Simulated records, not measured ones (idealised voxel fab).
A process module follows: voxel transistor to metal.
Shown is cross-section cut, with a width of 185 nm and square cells of size 5 nm.
Cross-section layout: square cells on a grid; listed as bands, top to bottom; a band spans one or more cell rows.
Look at the band entry: it leads with the top's height and the bottom's height in nm. Then it lists the materials left to right, with a width in nm for each. The word "everywhere" on a single material says that material fills the band edge to edge. The word "empty" is empty space.
Basically, 0 is our baseline, since under it the wafer straight out of the box is all one material. The bottom band has no lower end and keeps on going down, so it looks like "from 0 down".
The notation "30->40" denotes a width that varies across the rows of cells in the band, beginning at the first number in the top row, finishing at the second number in the bottom row, and changing by an identical amount from each row to the next.
No cell of the cross-section changed in a step that is given as "remains unaltered".
"Encapsulated voids": sealed empty spaces, 8 cells or more, no open way to top, listed width x height at distance, with distance from the left edge and width, height and distance in nm.
Heads up: the bit after the settings on a step's line is the simulator's remark on that step.
overlay nm: mask right of planned place by this much (step with mask). Neg. = left.

STEPS PLANNED FOR THE PROCESS
step 1: RECEIVE (material Si)
step 2: CONFORMAL_DEP (material SiO2; thk nm 5)
step 3: CONFORMAL_DEP (material SiN; thk nm 10)
step 4: MASKED_ETCH (tone cover; mask id ACTIVE; width nm 95; etch materials SiN; depth nm 10; overlay nm 0)
step 5: MASKED_ETCH (tone cover; mask id ACTIVE; width nm 95; etch materials SiO2; depth nm 5; overlay nm 0)
step 6: MASKED_ETCH (tone cover; mask id ACTIVE; width nm 95; etch materials Si; depth nm 30; overlay nm 0)
step 7: FILL_DEP (material SiO2; thk nm 10)
step 8: CMP (height nm 15)
step 9: SELECTIVE_ETCH (etch materials SiO2; depth nm 5)
step 10: STRIP (etch materials SiN)
step 11: SELECTIVE_ETCH (etch materials SiO2; depth nm 5)
step 12: OXIDIZE (depth nm 5)
step 13: DIRECTIONAL_DEP (material polySi; thk nm 30)
step 14: DIRECTIONAL_DEP (material SiCN; thk nm 10)
step 15: MASKED_ETCH (tone cover; mask id GATE; width nm 15; etch materials SiCN; depth nm 20; overlay nm 0)
step 16: MASKED_ETCH (tone cover; mask id GATE; width nm 15; etch materials polySi; depth nm 40; overlay nm 0)
step 17: CONFORMAL_DEP (material SiN; thk nm 10)
step 18: DIRECTIONAL_ETCH (etch materials SiN; depth nm 10)
step 19: DIRECTIONAL_ETCH (etch materials SiO2; depth nm 5)
step 20: DIRECTIONAL_ETCH (etch materials Si; depth nm 10)
step 21: EPI (material nSi; thk nm 10)
step 22: FILL_DEP (material SiO2; thk nm 10)
step 23: CMP (height nm 40)
step 24: DIRECTIONAL_DEP (material SiO2; thk nm 10)
step 25: PATTERN (tone open; mask id CONTACT; material resist; width nm 30; pitch nm 55; thk nm 20; overlay nm 0)
step 26: DIRECTIONAL_ETCH (etch materials SiO2; depth nm 55)
step 27: STRIP (etch materials resist)
step 28: CONFORMAL_DEP (material TiN; thk nm 5)
step 29: FILL_DEP (material Ru; thk nm 5)
step 30: CMP (height nm 50)
step 31: DIRECTIONAL_DEP (material TiN; thk nm 5)
step 32: DIRECTIONAL_DEP (material W; thk nm 15)
step 33: PATTERN (tone cover; mask id METAL_1; material resist; width nm 20; pitch nm 65; thk nm 20; overlay nm 0)
step 34: DIRECTIONAL_ETCH (etch materials W; depth nm 15)
step 35: DIRECTIONAL_ETCH (etch materials TiN; depth nm 5)
step 36: STRIP (etch materials resist)
step 37: CONFORMAL_DEP (material SiCN; thk nm 5)
step 38: FILL_DEP (material SiO2; thk nm 5)
step 39: CMP (height nm 70)
step 40: CONFORMAL_DEP (material SiN; thk nm 5)

DELIVERED WAFER IN CROSS-SECTION: STATE AFTER STEP 1
  from 0 down = Si everywhere
  Encapsulated voids: none

WHAT THE WAFER LOOKS LIKE IN CROSS-SECTION AFTER THIS MODULE, WHEN IT STARTS AS SHOWN ABOVE AND FOLLOWS THE PLAN ABOVE BUT ONE MISTAKE IS MADE IN RUNNING IT
  from 75 to 70 = SiN everywhere
  from 70 to 55 = SiO2 45 | SiCN 5 | W 20 | SiCN 5 | SiO2 35 | SiCN 5 | W 20 | SiCN 5 | SiO2 45
  from 55 to 50 = SiCN 50 | TiN 20 | SiCN 45 | TiN 20 | SiCN 50
  from 50 to 40 = SiO2 50 | TiN 5 | Ru 20->15 | TiN 5->10 | SiO2 25 | TiN 5->10 | Ru 20->15 | TiN 5 | SiO2 50
  from 40 to 30 = SiO2 50 | TiN 5 | Ru 15 | TiN 5 | SiN 10 | SiCN 15 | SiN 10 | TiN 5 | Ru 15 | TiN 5 | SiO2 50
  from 30 to 10 = SiO2 50 | TiN 5 | Ru 15 | TiN 5 | SiN 10 | polySi 15 | SiN 10 | TiN 5 | Ru 15 | TiN 5 | SiO2 50
  from 10 to 5 = SiO2 50 | TiN 25 | SiN 10 | polySi 15 | SiN 10 | TiN 25 | SiO2 50
  from 5 to 0 = SiO2 35 | SiN 10 | nSi 10 | TiN 10 | nSi 10 | SiN 10 | polySi 15 | SiN 10 | nSi 10 | TiN 10 | nSi 10 | SiN 10 | SiO2 35
  from 0 to -5 = SiO2 45 | nSi 10 | TiN 10 | nSi 10 | SiO2 35 | nSi 10 | TiN 10 | nSi 10 | SiO2 45
  from -5 to -15 = SiO2 40 | Si 5 | nSi 30 | Si 35 | nSi 30 | Si 5 | SiO2 40
  from -15 to -30 = SiO2 40 | Si 105 | SiO2 40
  from -30 down = Si everywhere
  Encapsulated voids: none
The plan and the run diverged here: contrary to plan, step 4 was performed as MASKED_ETCH (tone cover; mask id ACTIVE; width nm 105; etch materials SiN; depth nm 10; overlay nm 0)
